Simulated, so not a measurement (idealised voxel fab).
Process module name: voxel self aligned contacts
Section shown: cut. Width: 150 nm. Cell size: 5 nm, square.
In this document a cross-section is written as a grid of square cells. It is given as a series of bands, listed from the top down, and a band is one or more rows of cells.
The entry gives the band's vertical extent as a top height and a bottom height in nm, then its horizontal make-up as materials from left to right, each with a width in nm. "empty" stands for empty space; a single material marked "edge to edge" fills the band edge to edge.
Basically, 0 is our baseline, since under it the wafer straight out of the box is all one material. The bottom band has no lower end and keeps on going down, so it looks like "z 0 and below".
You'd read "30 to 40" like this: the band's top row of cells is as wide as the first number, its bottom row is as wide as the second, and going down, every row changes width by the same amount as the row before did.
Basically "stayed the same" means that step didn't change any cell in the cross-section.
Under "Voids, fully enclosed" you'll find the enclosed gaps, the ones with no way out to the top, that are 8 cells or bigger; each reads width x height at distance, with distance counted from the left edge, everything in nm.
Heads up: the bit after the settings on a step's line is the simulator's remark on that step.
"overlay nm" answers the question of how far to the right of plan the mask lay on a step that has a mask, and when it is negative the answer is to the left.
[So here's the lineup of process steps we planned]
1. RECEIVE,material Si
2. CONFORMAL_DEP,material SiO2,thk nm 5
3. DIRECTIONAL_DEP,material polySi,thk nm 25
4. DIRECTIONAL_DEP,material SiN,thk nm 20
5. DIRECTIONAL_DEP,material aC,thk nm 15
6. PATTERN,tone cover,mask id GATE,material resist,width nm 30,pitch nm 70,thk nm 30,overlay nm 0
7. DIRECTIONAL_ETCH,etch materials aC,depth nm 15
8. STRIP,etch materials resist
9. DIRECTIONAL_ETCH,etch materials SiN,depth nm 20
10. DIRECTIONAL_ETCH,etch materials polySi,depth nm 25
11. STRIP,etch materials aC
12. CONFORMAL_DEP,material SiN,thk nm 10
13. DIRECTIONAL_ETCH,etch materials SiN,depth nm 10
14. FILL_DEP,material SiO2,thk nm 10
15. CMP,height nm 55
16. MASKED_ETCH,tone open,mask id CONTACT,width nm 40,etch materials SiO2,depth nm 55,overlay nm 0
17. CONFORMAL_DEP,material TiN,thk nm 5
18. FILL_DEP,material W,thk nm 10
19. CMP,height nm 55
20. CONFORMAL_DEP,material SiCN,thk nm 5
What sets these wafers apart? The width nm at step 16. They all start alike, and the plan carries the first wafer's value.
[Sectional view: first of several wafers, as received, after step 1]
    z 0 and below | Si edge to edge
    Voids, fully enclosed: none
[Wafer cross-section (first of several) - module end, post step 20 (last step)]
    z 60 to 55 | SiCN edge to edge
    z 55 to 50 | SiO2 55  TiN 15  W 10  TiN 15  SiO2 55
    z 50 to 30 | SiO2 15  SiN 50  TiN 5  W 10  TiN 5  SiN 50  SiO2 15
    z 30 to 5 | SiO2 15  SiN 10  polySi 30  SiN 10  TiN 5  W 10  TiN 5  SiN 10  polySi 30  SiN 10  SiO2 15
    z 5 to 0 | SiO2 65  TiN 20  SiO2 65
    z 0 and below | Si edge to edge
    Voids, fully enclosed: none
[Cross-section of the last wafer at end of module]
    z 60 to 55 | SiCN edge to edge
    z 55 to 50 | SiO2 45  TiN 25  W 10  TiN 30  SiO2 40
    z 50 to 30 | SiO2 15  SiN 50  TiN 5  W 10  TiN 5  SiN 50  SiO2 15
    z 30 to 5 | SiO2 15  SiN 10  polySi 30  SiN 10  TiN 5  W 10  TiN 5  SiN 10  polySi 30  SiN 10  SiO2 15
    z 5 to 0 | SiO2 65  TiN 20  SiO2 65
    z 0 and below | Si edge to edge
    Voids, fully enclosed: none
[For your reference, the table is organized with a row per wafer; each row reflects the wafer at the end of the module, indicating for each material the cells gained (+) or lost (-) since receipt, and thereafter its closed voids]
width nm 40; +30 SiCN; +120 SiN; +102 SiO2; +28 TiN; +20 W; +60 polySi; Voids, fully enclosed: none
width nm 45; +30 SiCN; +120 SiN; +101 SiO2; +29 TiN; +20 W; +60 polySi; Voids, fully enclosed: none
width nm 50; +30 SiCN; +120 SiN; +100 SiO2; +30 TiN; +20 W; +60 polySi; Voids, fully enclosed: none
width nm 55; +30 SiCN; +120 SiN; +99 SiO2; +31 TiN; +20 W; +60 polySi; Voids, fully enclosed: none
width nm 60; +30 SiCN; +120 SiN; +98 SiO2; +32 TiN; +20 W; +60 polySi; Voids, fully enclosed: none
width nm 65; +30 SiCN; +120 SiN; +97 SiO2; +33 TiN; +20 W; +60 polySi; Voids, fully enclosed: none
